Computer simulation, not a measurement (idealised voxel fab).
The following process module bears the name voxel self aligned contacts.
In the cross-section labelled cut, the width is 245 nm and each square cell is 5 nm.
Notation: cross-section as square-cell grid; stated in bands, top first, going down; one or more cell rows per band.
The band entry comprises the height of the band's top followed by the height of its bottom, expressed in nm, and subsequently the band's materials from left to right, each stated together with its width in nm. Where a single material is marked with the word "all across", that material fills the band from edge to edge. The word "blank" represents empty space.
Heights from 0 (as-received wafer is one material below). Bottom band endless downward, as "z 0 and below".
The notation "30 to 40" denotes a width that varies across the rows of cells in the band, beginning at the first number in the top row, finishing at the second number in the bottom row, and changing by an identical amount from each row to the next.
Step marked "same as before"? Then no cell in the cross-section changed in it.
In the "Sealed internal voids" entry, you get each enclosed empty space of 8 cells or more, one with no open way to the top, written width x height at distance, distance from the left edge, in nm.
Whatever follows a step's settings on its line is a remark the simulator itself makes about that step.
Each step line may optionally specify "overlay nm", which for a step with a mask gives the rightward distance between the mask's planned place and where it lay, a negative value indicating the leftward direction.

[Below is the list of planned process steps]
1: RECEIVE (material Si)
2: OXIDIZE (depth nm 5)
3: DIRECTIONAL_DEP (material polySi; thk nm 25)
4: DIRECTIONAL_DEP (material SiN; thk nm 15)
5: DIRECTIONAL_DEP (material aC; thk nm 15)
6: PATTERN (tone cover; mask id GATE; material resist; width nm 35; pitch nm 70; thk nm 35; overlay nm 0)
7: DIRECTIONAL_ETCH (etch materials aC; depth nm 15)
8: STRIP (etch materials resist)
9: DIRECTIONAL_ETCH (etch materials SiN; depth nm 15)
10: DIRECTIONAL_ETCH (etch materials polySi; depth nm 25)
11: STRIP (etch materials aC)
12: CONFORMAL_DEP (material SiN; thk nm 5)
13: DIRECTIONAL_ETCH (etch materials SiN; depth nm 5)
14: FILL_DEP (material SiO2; thk nm 10)
15: CMP (height nm 45)
16: PATTERN (tone open; mask id CONTACT; material resist; width nm 55; thk nm 15; overlay nm 0)
17: DIRECTIONAL_ETCH (etch materials SiO2; depth nm 50)
18: STRIP (etch materials resist)
19: CONFORMAL_DEP (material TiN; thk nm 5)
20: FILL_DEP (material W; thk nm 10)
21: CMP (height nm 45)
22: CONFORMAL_DEP (material SiN; thk nm 5)

[The first wafer of two, processed as planned]

[Cross-section of the wafer at receipt, which is the condition after step 1]
z 0 and below | Si all across
Sealed internal voids: none

[State of the wafer after step 2, shown in cross-section]
z 0 to -5 | SiO2 all across
Unchanged below -5.

[State of the wafer after step 3, shown in cross-section]
z 25 to 0 | polySi all across
Unchanged below 0.

[State of the wafer after step 4, shown in cross-section]
z 40 to 25 | SiN all across
Unchanged below 25.

[State of the wafer after step 5, shown in cross-section]
z 55 to 40 | aC all across
Unchanged below 40.

[State of the wafer after step 6, shown in cross-section]
z 90 to 55 | 70 blank  35 resist  35 blank  35 resist  70 blank
Unchanged below 55.

[State of the wafer after step 7, shown in cross-section]
z 75 to 55 | 70 blank  35 resist  35 blank  35 resist  70 blank
z 55 to 40 | 70 blank  35 aC  35 blank  35 aC  70 blank
Unchanged below 40.

[State of the wafer after step 8, shown in cross-section]
z 55 to 40 | 70 blank  35 aC  35 blank  35 aC  70 blank
Unchanged below 40.

[State of the wafer after step 9, shown in cross-section]
z 55 to 40 | 70 blank  35 aC  35 blank  35 aC  70 blank
z 40 to 25 | 70 blank  35 SiN  35 blank  35 SiN  70 blank
Unchanged below 25.

[State of the wafer after step 10, shown in cross-section]
z 55 to 40 | 70 blank  35 aC  35 blank  35 aC  70 blank
z 40 to 25 | 70 blank  35 SiN  35 blank  35 SiN  70 blank
z 25 to 0 | 70 blank  35 polySi  35 blank  35 polySi  70 blank
Unchanged below 0.

[State of the wafer after step 11, shown in cross-section]
z 40 to 25 | 70 blank  35 SiN  35 blank  35 SiN  70 blank
Unchanged below 25.

[State of the wafer after step 12, shown in cross-section]
z 45 to 25 | 65 blank  45 SiN  25 blank  45 SiN  65 blank
z 25 to 5 | 65 blank  5 SiN  35 polySi  5 SiN  25 blank  5 SiN  35 polySi  5 SiN  65 blank
z 5 to 0 | 70 SiN  35 polySi  35 SiN  35 polySi  70 SiN
Unchanged below 0.

[State of the wafer after step 13, shown in cross-section]
z 40 to 25 | 65 blank  45 SiN  25 blank  45 SiN  65 blank
z 25 to 0 | 65 blank  5 SiN  35 polySi  5 SiN  25 blank  5 SiN  35 polySi  5 SiN  65 blank
Unchanged below 0.

[State of the wafer after step 14, shown in cross-section]
z 50 to 40 | SiO2 all across
z 40 to 25 | 65 SiO2  45 SiN  25 SiO2  45 SiN  65 SiO2
z 25 to 0 | 65 SiO2  5 SiN  35 polySi  5 SiN  25 SiO2  5 SiN  35 polySi  5 SiN  65 SiO2
Unchanged below 0.

[State of the wafer after step 15, shown in cross-section]
z 45 to 40 | SiO2 all across
Unchanged below 40.

[State of the wafer after step 16, shown in cross-section]
z 60 to 45 | 95 resist  55 blank  95 resist
Unchanged below 45.

[State of the wafer after step 17, shown in cross-section]
z 60 to 45 | 95 resist  55 blank  95 resist
z 45 to 40 | 95 SiO2  55 blank  95 SiO2
z 40 to 25 | 65 SiO2  45 SiN  25 blank  45 SiN  65 SiO2
z 25 to 0 | 65 SiO2  5 SiN  35 polySi  5 SiN  25 blank  5 SiN  35 polySi  5 SiN  65 SiO2
z 0 to -5 | 110 SiO2  25 blank  110 SiO2
Unchanged below -5.

[State of the wafer after step 18, shown in cross-section]
z 45 to 40 | 95 SiO2  55 blank  95 SiO2
Unchanged below 40.

[State of the wafer after step 19, shown in cross-section]
z 50 to 45 | 100 TiN  45 blank  100 TiN
z 45 to 40 | 95 SiO2  20 TiN  15 blank  20 TiN  95 SiO2
z 40 to 25 | 65 SiO2  45 SiN  5 TiN  15 blank  5 TiN  45 SiN  65 SiO2
z 25 to 0 | 65 SiO2  5 SiN  35 polySi  5 SiN  5 TiN  15 blank  5 TiN  5 SiN  35 polySi  5 SiN  65 SiO2
z 0 to -5 | 110 SiO2  25 TiN  110 SiO2
Unchanged below -5.

[State of the wafer after step 20, shown in cross-section]
z 60 to 50 | W all across
z 50 to 45 | 100 TiN  45 W  100 TiN
z 45 to 40 | 95 SiO2  20 TiN  15 W  20 TiN  95 SiO2
z 40 to 25 | 65 SiO2  45 SiN  5 TiN  15 W  5 TiN  45 SiN  65 SiO2
z 25 to 0 | 65 SiO2  5 SiN  35 polySi  5 SiN  5 TiN  15 W  5 TiN  5 SiN  35 polySi  5 SiN  65 SiO2
Unchanged below 0.

[State of the wafer after step 21, shown in cross-section]
z 45 to 40 | 95 SiO2  20 TiN  15 W  20 TiN  95 SiO2
Unchanged below 40.

[State of the wafer after step 22, shown in cross-section]
z 50 to 45 | SiN all across
Unchanged below 45.

[Second wafer, same starting conditions and recipe as the first, one mistake in executing it, nothing differs from the first up to and including step 5]

[What the second wafer looks like in cross-section when step 6 should have wrapped up]
z 90 to 55 | 70 resist  35 blank  35 resist  35 blank  70 resist
Unchanged below 55.

[What the second wafer looks like in cross-section when step 7 should have wrapped up]
z 75 to 55 | 70 resist  35 blank  35 resist  35 blank  70 resist
z 55 to 40 | 70 aC  35 blank  35 aC  35 blank  70 aC
Unchanged below 40.

[What the second wafer looks like in cross-section when step 8 should have wrapped up]
z 55 to 40 | 70 aC  35 blank  35 aC  35 blank  70 aC
Unchanged below 40.

[What the second wafer looks like in cross-section when step 9 should have wrapped up]
z 55 to 40 | 70 aC  35 blank  35 aC  35 blank  70 aC
z 40 to 25 | 70 SiN  35 blank  35 SiN  35 blank  70 SiN
Unchanged below 25.

[What the second wafer looks like in cross-section when step 10 should have wrapped up]
z 55 to 40 | 70 aC  35 blank  35 aC  35 blank  70 aC
z 40 to 25 | 70 SiN  35 blank  35 SiN  35 blank  70 SiN
z 25 to 0 | 70 polySi  35 blank  35 polySi  35 blank  70 polySi
Unchanged below 0.

[What the second wafer looks like in cross-section when step 11 should have wrapped up]
z 40 to 25 | 70 SiN  35 blank  35 SiN  35 blank  70 SiN
Unchanged below 25.

[What the second wafer looks like in cross-section when step 12 should have wrapped up]
z 45 to 25 | 75 SiN  25 blank  45 SiN  25 blank  75 SiN
z 25 to 5 | 70 polySi  5 SiN  25 blank  5 SiN  35 polySi  5 SiN  25 blank  5 SiN  70 polySi
z 5 to 0 | 70 polySi  35 SiN  35 polySi  35 SiN  70 polySi
Unchanged below 0.

[What the second wafer looks like in cross-section when step 13 should have wrapped up]
z 40 to 25 | 75 SiN  25 blank  45 SiN  25 blank  75 SiN
z 25 to 0 | 70 polySi  5 SiN  25 blank  5 SiN  35 polySi  5 SiN  25 blank  5 SiN  70 polySi
Unchanged below 0.

[What the second wafer looks like in cross-section when step 14 should have wrapped up]
z 50 to 40 | SiO2 all across
z 40 to 25 | 75 SiN  25 SiO2  45 SiN  25 SiO2  75 SiN
z 25 to 0 | 70 polySi  5 SiN  25 SiO2  5 SiN  35 polySi  5 SiN  25 SiO2  5 SiN  70 polySi
Unchanged below 0.

[What the second wafer looks like in cross-section when step 15 should have wrapped up]
z 45 to 40 | SiO2 all across
Unchanged below 40.

[What the second wafer looks like in cross-section when step 16 should have wrapped up]
z 60 to 45 | 95 resist  55 blank  95 resist
Unchanged below 45.

[What the second wafer looks like in cross-section when step 17 should have wrapped up]
z 60 to 45 | 95 resist  55 blank  95 resist
z 45 to 40 | 95 SiO2  55 blank  95 SiO2
z 40 to 25 | 75 SiN  20 SiO2  5 blank  45 SiN  5 blank  20 SiO2  75 SiN
z 25 to 0 | 70 polySi  5 SiN  20 SiO2  5 blank  5 SiN  35 polySi  5 SiN  5 blank  20 SiO2  5 SiN  70 polySi
z 0 to -5 | 95 SiO2  5 blank  45 SiO2  5 blank  95 SiO2
Unchanged below -5.

[What the second wafer looks like in cross-section when step 18 should have wrapped up]
z 45 to 40 | 95 SiO2  55 blank  95 SiO2
Unchanged below 40.

[What the second wafer looks like in cross-section when step 19 should have wrapped up]
z 50 to 45 | 100 TiN  45 blank  100 TiN
z 45 to 40 | 95 SiO2  55 TiN  95 SiO2
z 40 to 25 | 75 SiN  20 SiO2  5 TiN  45 SiN  5 TiN  20 SiO2  75 SiN
z 25 to 0 | 70 polySi  5 SiN  20 SiO2  5 TiN  5 SiN  35 polySi  5 SiN  5 TiN  20 SiO2  5 SiN  70 polySi
z 0 to -5 | 95 SiO2  5 TiN  45 SiO2  5 TiN  95 SiO2
Unchanged below -5.

[What the second wafer looks like in cross-section when step 20 should have wrapped up]
z 60 to 50 | W all across
z 50 to 45 | 100 TiN  45 W  100 TiN
Unchanged below 45.

[What the second wafer looks like in cross-section when step 21 should have wrapped up]
z 45 to 40 | 95 SiO2  55 TiN  95 SiO2
Unchanged below 40.

[What the second wafer looks like in cross-section when step 22 should have wrapped up]
z 50 to 45 | SiN all across
Unchanged below 45.
It is concluded that the wafer was processed incorrectly with respect to the plan, in that step 6 did not happen as planned, as run it was PATTERN (tone open; mask id GATE; material resist; width nm 35; pitch nm 70; thk nm 35; overlay nm 0)
Bottom line after processing is that, in cells, the second wafer is up or down on some materials versus the first: 63 more of SiN, 141 fewer of SiO2, 27 fewer of W, 105 more of polySi
